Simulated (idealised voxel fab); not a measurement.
process module | voxel lift off
cross-section cut | 205 nm wide | cells 5 nm
A cross-section is a grid of square cells, given in bands from the top down. A band is one or more rows of cells.
Each band's line starts with the height of the band's top and of its bottom, in nm. Then come its materials from left to right, each with its width in nm. One material with "throughout" fills the band from edge to edge. "air" is empty space.
Height 0 is the level under which the wafer as received is all one material. The lowest band goes on downwards, as in "0 down".
A width such as "30 to 40" changes by the same amount from each row of cells to the next, from the band's top row to its bottom row.
"no change" after a step means that no cell of the cross-section changed.
closed voids: empty space of 8 cells or more with no open way to the top, each as width x height at its distance from the left edge, in nm
after a step's settings: what the simulator itself notes on the step
overlay nm, on a step with a mask: how far to the right of its planned place the mask lay; to the left if negative
plan
1 op RECEIVE | material Si
2 op CONFORMAL_DEP | material Al2O3 | thk nm 15
3 op PATTERN | tone open | mask id LINES | material resist | width nm 30 | pitch nm 55 | thk nm 25 | overlay nm 0
4 op DIRECTIONAL_DEP | material Ru | thk nm 10
5 op STRIP | etch materials resist
6 op CONFORMAL_DEP | material SiN | thk nm 5
as received, after step 1
  0 down: Si throughout
  closed voids: none
a wafer at the end: this start, this plan, one mistake
  30 to 25: SiN 65 | air 20 | SiN 35 | air 20 | SiN 65
  25 to 20: Ru 60 | SiN 5 | air 20 | SiN 5 | Ru 25 | SiN 5 | air 20 | SiN 5 | Ru 60
  20 to 15: Ru 60 | SiN 30 | Ru 25 | SiN 30 | Ru 60
  15 to 0: Al2O3 throughout
  0 down: Si throughout
  closed voids: none
what went wrong: step 3 ran as: op PATTERN | tone cover | mask id LINES | material resist | width nm 30 | pitch nm 55 | thk nm 25 | overlay nm 0
